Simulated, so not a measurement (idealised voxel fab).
The process module presented herein is designated voxel ribs on slabs.
We display cut, a cross-section 240 nm in width whose square cells are each 5 nm.
Heads up, the way a cross-section reads in here is a grid of square cells, handed over as bands from the top down, with every band being one or more rows of cells.
Band: top and bottom heights (nm) first, top before bottom; then materials from left to right, widths in nm. "throughout" marks a sole material filling the band edge to edge. "blank" denotes empty space.
Heights are expressed relative to 0, this being the level below which the as-received wafer comprises one material exclusively. The lowest band is unbounded in the downward direction and is denoted as in "top 0, no bottom".
The notation "30..40" denotes a width that varies across the rows of cells in the band, beginning at the first number in the top row, finishing at the second number in the bottom row, and changing by an identical amount from each row to the next.
A step reported as "stayed the same" is a step in which no cell of the cross-section changed.
In "Sealed cavities" the enclosed voids are listed, meaning empty spaces of 8 cells or larger without any opening to the top. The form is width x height at distance, distance from the left edge, units nm.
Anything after a step's settings on that line? It's the simulator's own note about the step.
overlay nm: how far to the right of its planned place the mask lay on this masked step (negative: to the left).
-- Process steps foreseen in the plan
1) RECEIVE (material Si)
2) DIRECTIONAL_DEP (material SiO2; thk nm 30)
3) DIRECTIONAL_DEP (material SiN; thk nm 25)
4) DIRECTIONAL_DEP (material aC; thk nm 10)
5) PATTERN (tone cover; mask id RIB; material resist; width nm 15; thk nm 25; overlay nm 0)
6) DIRECTIONAL_ETCH (etch materials aC; depth nm 10)
7) STRIP (etch materials resist)
8) DIRECTIONAL_ETCH (etch materials SiN; depth nm 15)
9) STRIP (etch materials aC)
10) DIRECTIONAL_DEP (material aC; thk nm 15)
11) PATTERN (tone cover; mask id SLAB; material resist; width nm 45; thk nm 35; overlay nm 0)
12) DIRECTIONAL_ETCH (etch materials aC; depth nm 15)
13) STRIP (etch materials resist)
14) DIRECTIONAL_ETCH (etch materials SiN; depth nm 10)
15) STRIP (etch materials aC)
16) FILL_DEP (material SiO2; thk nm 20)
17) CMP (height nm 65)
18) DIRECTIONAL_DEP (material W; thk nm 10)
19) DIRECTIONAL_DEP (material aC; thk nm 15)
20) PATTERN (tone cover; mask id HEATER; material resist; width nm 25; thk nm 30; overlay nm 0)
21) DIRECTIONAL_ETCH (etch materials aC; depth nm 15)
22) STRIP (etch materials resist)
23) DIRECTIONAL_ETCH (etch materials W; depth nm 10)
24) STRIP (etch materials aC)
25) CONFORMAL_DEP (material SiN; thk nm 5)
-- Cross-sectional view of the wafer in its as-received condition, corresponding to the state after step 1
> top 0, no bottom = Si throughout
> Sealed cavities: none
-- The cross-section shown corresponds to the wafer at the conclusion of the module. The initial structure and the process plan are those presented above; however, one mistake occurred in executing the plan
> top 80, bottom 75 = blank 100; SiN 35; blank 105
> top 75, bottom 70 = blank 100; SiN 5; W 25; SiN 5; blank 105
> top 70, bottom 65 = SiN 105; W 25; SiN 110
> top 65, bottom 25 = SiO2 throughout
> top 25, bottom 0 = SiN throughout
> top 0, no bottom = Si throughout
> Sealed cavities: none
Where did the run depart from the plan? steps 2 and 3 of the plan were each performed in the slot designated for the other
